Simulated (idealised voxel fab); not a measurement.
process module | voxel capacitor over wiring
cross-section cut | 195 nm wide | cells 5 nm
A cross-section is a grid of square cells, given in bands from the top down. A band is one or more rows of cells.
Each band's line starts with the height of the band's top and of its bottom, in nm. Then come its materials from left to right, each with its width in nm. One material with "throughout" fills the band from edge to edge. "air" is empty space.
Height 0 is the level under which the wafer as received is all one material. The lowest band goes on downwards, as in "0 down".
A width such as "30 to 40" changes by the same amount from each row of cells to the next, from the band's top row to its bottom row.
"no change" after a step means that no cell of the cross-section changed.
closed voids: empty space of 8 cells or more with no open way to the top, each as width x height at its distance from the left edge, in nm
after a step's settings: what the simulator itself notes on the step
overlay nm, on a step with a mask: how far to the right of its planned place the mask lay; to the left if negative
plan
1 op RECEIVE | material Si
2 op CONFORMAL_DEP | material SiO2 | thk nm 10
3 op DIRECTIONAL_DEP | material TiN | thk nm 5
4 op DIRECTIONAL_DEP | material W | thk nm 25
5 op DIRECTIONAL_DEP | material aC | thk nm 15
6 op PATTERN | tone cover | mask id METAL_1 | material resist | width nm 30 | pitch nm 85 | thk nm 30 | overlay nm 0
7 op DIRECTIONAL_ETCH | etch materials aC | depth nm 15
8 op STRIP | etch materials resist
9 op DIRECTIONAL_ETCH | etch materials W | depth nm 25
10 op DIRECTIONAL_ETCH | etch materials TiN | depth nm 5
11 op STRIP | etch materials aC
12 op FILL_DEP | material lowk | thk nm 10
13 op CMP | height nm 40
14 op CONFORMAL_DEP | material SiCN | thk nm 5
15 op DIRECTIONAL_DEP | material lowk | thk nm 15
16 op MASKED_ETCH | tone open | mask id PLUG_1 | width nm 15 | etch materials lowk | depth nm 15 | overlay nm 0
17 op MASKED_ETCH | tone open | mask id PLUG_1 | width nm 15 | etch materials SiCN | depth nm 5 | overlay nm 0
18 op EPI | material Ru | thk nm 10
19 op EPI | material Ru | thk nm 10
20 op DIRECTIONAL_DEP | material TiN | thk nm 10
21 op DIRECTIONAL_DEP | material Al2O3 | thk nm 5
22 op DIRECTIONAL_DEP | material TiN | thk nm 10
23 op MASKED_ETCH | tone cover | mask id UPPER_PLATE | width nm 60 | etch materials TiN | depth nm 10 | overlay nm 0
24 op MASKED_ETCH | tone cover | mask id UPPER_PLATE | width nm 60 | etch materials Al2O3 | depth nm 5 | overlay nm 0
25 op DIRECTIONAL_DEP | material aC | thk nm 15
26 op PATTERN | tone cover | mask id LOWER_PLATE | material resist | width nm 70 | thk nm 30 | overlay nm 0
27 op DIRECTIONAL_ETCH | etch materials aC | depth nm 15
28 op STRIP | etch materials resist
29 op DIRECTIONAL_ETCH | etch materials TiN | depth nm 10
30 op STRIP | etch materials aC
31 op FILL_DEP | material SiO2 | thk nm 20
32 op CMP | height nm 100
33 op PATTERN | tone open | mask id PLUG_2 | material resist | width nm 15 | thk nm 15 | overlay nm 0
34 op DIRECTIONAL_ETCH | etch materials SiO2 | depth nm 15
35 op STRIP | etch materials resist
36 op CONFORMAL_DEP | material TiN | thk nm 5
37 op FILL_DEP | material W | thk nm 5
38 op CMP | height nm 100
39 op CONFORMAL_DEP | material SiCN | thk nm 5
as received, after step 1
  0 down: Si throughout
  closed voids: none
first wafer at the end, as planned
  105 to 100: SiCN throughout
  100 to 90: SiO2 65 | TiN 5 | W 5 | TiN 5 | SiO2 115
  90 to 85: SiO2 65 | TiN 15 | SiO2 115
  85 to 75: SiO2 55 | TiN 60 | SiO2 80
  75 to 70: SiO2 55 | Al2O3 60 | SiO2 80
  70 to 60: SiO2 50 | TiN 70 | SiO2 75
  60 to 45: lowk 55 | Ru 15 | lowk 125
  45 to 40: SiCN 55 | Ru 15 | SiCN 125
  40 to 15: lowk 40 | W 30 | lowk 55 | W 30 | lowk 40
  15 to 10: lowk 40 | TiN 30 | lowk 55 | TiN 30 | lowk 40
  10 to 0: SiO2 throughout
  0 down: Si throughout
  closed voids: none
second wafer at the end: like start, like plan, one mistake
  105 to 100: SiCN throughout
  100 to 90: SiO2 65 | TiN 5 | W 5 | TiN 5 | SiO2 115
  90 to 85: SiO2 65 | TiN 15 | SiO2 115
  85 to 75: SiO2 70 | TiN 45 | SiO2 80
  75 to 70: SiO2 70 | Al2O3 45 | SiO2 80
  70 to 65: SiO2 50 | TiN 5 | SiO2 15 | TiN 50 | SiO2 75
  65 to 60: SiO2 50 | TiN 70 | SiO2 75
  60 to 55: lowk 55 | TiN 15 | lowk 125
  55 to 50: lowk 55 | Al2O3 15 | lowk 125
  50 to 45: lowk 55 | TiN 15 | lowk 125
  45 to 40: SiCN 55 | TiN 15 | SiCN 125
  40 to 35: lowk throughout
  35 to 10: lowk 40 | W 30 | lowk 55 | W 30 | lowk 40
  10 to 0: SiO2 throughout
  0 down: Si throughout
  closed voids: none
what went wrong: step 3 was left out
at the end the second wafer has, in cells: 12 fewer of Ru | 12 more of SiO2 | 12 fewer of TiN | 12 more of lowk
